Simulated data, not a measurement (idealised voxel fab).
Proc. module: voxel wiring stack
Displayed cross-section: cut, width of 230 nm, square cells sized 5 nm.
Square cells in a grid make up a cross-section in this document, and the grid is given as bands, listed from the top down, each one or more rows of cells. Heights first: top, then bottom, in nm. Then materials, left to right, each with a width in nm. "all across" on a single material: fills the band edge to edge. "air": empty space. Beneath 0, the wafer as received is one material, and that level is where height counting begins. The lowest band goes on downward without a bottom; it is written like "0 down". With a width like "30 to 40", each row of cells in the band differs from the next by the same amount, the top row carrying the first number and the bottom row the second. Given "no alterations made" for a step, no cell of the cross-section differs between before and after that step. Reported under the label "Sealed internal cavities" are the empty spaces having no open way to the top and comprising 8 cells or more; the notation for each is width x height at distance, in which the distance is measured from the left edge and all three values are in nm. If you see something after the settings on a step's line, that's the simulator's own remark about that step. overlay nm, on a step with a mask: how far to the right of its planned place the mask lay; to the left if negative.
-- Set out below are the planned steps of the process
step 1: RECEIVE, material Si
step 2: CONFORMAL_DEP, material SiO2, thk nm 10
step 3: DIRECTIONAL_DEP, material TiN, thk nm 5
step 4: DIRECTIONAL_DEP, material W, thk nm 20
step 5: PATTERN, tone cover, mask id METAL_1, material resist, width nm 25, pitch nm 40, thk nm 20, overlay nm 0
step 6: DIRECTIONAL_ETCH, etch materials W, depth nm 20
step 7: DIRECTIONAL_ETCH, etch materials TiN, depth nm 5
step 8: STRIP, etch materials resist
step 9: CONFORMAL_DEP, material SiN, thk nm 5
step 10: FILL_DEP, material SiO2, thk nm 10
step 11: CMP, height nm 35
step 12: CONFORMAL_DEP, material SiCN, thk nm 5
step 13: DIRECTIONAL_DEP, material lowk, thk nm 15
step 14: MASKED_ETCH, tone open, mask id PLUG_1, width nm 15, pitch nm 80, etch materials lowk, depth nm 15, overlay nm 0
step 15: MASKED_ETCH, tone open, mask id PLUG_1, width nm 15, pitch nm 80, etch materials SiCN, depth nm 5, overlay nm 0
step 16: EPI, material Ru, thk nm 10
step 17: EPI, material Ru, thk nm 10
step 18: DIRECTIONAL_DEP, material TiN, thk nm 5
step 19: DIRECTIONAL_DEP, material Ru, thk nm 15
step 20: DIRECTIONAL_DEP, material aC, thk nm 10
step 21: PATTERN, tone cover, mask id METAL_2, material resist, width nm 25, pitch nm 40, thk nm 30, overlay nm 0
step 22: DIRECTIONAL_ETCH, etch materials aC, depth nm 10
step 23: STRIP, etch materials resist
step 24: DIRECTIONAL_ETCH, etch materials Ru, depth nm 15
step 25: DIRECTIONAL_ETCH, etch materials TiN, depth nm 5
step 26: STRIP, etch materials aC
step 27: CONFORMAL_DEP, material SiCN, thk nm 5
step 28: FILL_DEP, material lowk, thk nm 5
step 29: CMP, height nm 75
step 30: CONFORMAL_DEP, material SiCN, thk nm 5
step 31: DIRECTIONAL_DEP, material SiO2, thk nm 35
step 32: MASKED_ETCH, tone open, mask id METAL_3_HOLES, width nm 15, pitch nm 40, etch materials SiO2, depth nm 35, overlay nm 0
step 33: DIRECTIONAL_DEP, material aC, thk nm 15
step 34: PATTERN, tone open, mask id METAL_3, material resist, width nm 25, pitch nm 40, thk nm 30, overlay nm 0
step 35: DIRECTIONAL_ETCH, etch materials aC, depth nm 15
step 36: STRIP, etch materials resist
step 37: DIRECTIONAL_ETCH, etch materials SiO2, depth nm 20
step 38: DIRECTIONAL_ETCH, etch materials SiCN, depth nm 5
step 39: STRIP, etch materials aC
step 40: CONFORMAL_DEP, material TiN, thk nm 5
step 41: FILL_DEP, material Cu, thk nm 10
step 42: CMP, height nm 115
step 43: CONFORMAL_DEP, material SiCN, thk nm 5
step 44: DIRECTIONAL_DEP, material lowk, thk nm 25
step 45: DIRECTIONAL_DEP, material aC, thk nm 15
step 46: PATTERN, tone open, mask id METAL_4_HOLES, material resist, width nm 15, pitch nm 40, thk nm 35, overlay nm 0
step 47: DIRECTIONAL_ETCH, etch materials aC, depth nm 15
step 48: STRIP, etch materials resist
step 49: DIRECTIONAL_ETCH, etch materials lowk, depth nm 25
step 50: STRIP, etch materials aC
step 51: MASKED_ETCH, tone open, mask id METAL_4, width nm 25, pitch nm 40, etch materials lowk, depth nm 15, overlay nm 0
step 52: MASKED_ETCH, tone open, mask id METAL_4, width nm 25, pitch nm 40, etch materials SiCN, depth nm 5, overlay nm -15
step 53: CONFORMAL_DEP, material TiN, thk nm 5
step 54: FILL_DEP, material Ru, thk nm 10
step 55: CMP, height nm 145
step 56: CONFORMAL_DEP, material SiCN, thk nm 5
For clarity, it should be stated that the wafers under discussion commence in an identical condition and differ with respect to the overlay nm of step 52, the plan indicating the value that the first wafer had.
-- Cut through the first of several wafers as received, post step 1
    0 down = Si all across
    Sealed internal cavities: none
-- Basically each wafer gets a line in the table, showing it at the end of the module: material by material, the cells it gained (+) or lost (-) since we got it, then its closed voids
overlay nm -15 | +39 Cu | +93 Ru | +212 SiCN | +55 SiN | +427 SiO2 | +132 TiN | +60 W | +362 lowk | Sealed internal cavities: none
overlay nm -10 | +39 Cu | +96 Ru | +209 SiCN | +55 SiN | +427 SiO2 | +132 TiN | +60 W | +362 lowk | Sealed internal cavities: none
overlay nm -5 | +39 Cu | +96 Ru | +209 SiCN | +55 SiN | +427 SiO2 | +132 TiN | +60 W | +362 lowk | Sealed internal cavities: none
overlay nm 0 | +39 Cu | +96 Ru | +209 SiCN | +55 SiN | +427 SiO2 | +132 TiN | +60 W | +362 lowk | Sealed internal cavities: none
overlay nm 5 | +39 Cu | +93 Ru | +212 SiCN | +55 SiN | +427 SiO2 | +132 TiN | +60 W | +362 lowk | Sealed internal cavities: none
overlay nm 10 | +39 Cu | +93 Ru | +215 SiCN | +55 SiN | +427 SiO2 | +129 TiN | +60 W | +362 lowk | Sealed internal cavities: none
overlay nm 15 | +39 Cu | +93 Ru | +218 SiCN | +55 SiN | +427 SiO2 | +126 TiN | +60 W | +362 lowk | Sealed internal cavities: none
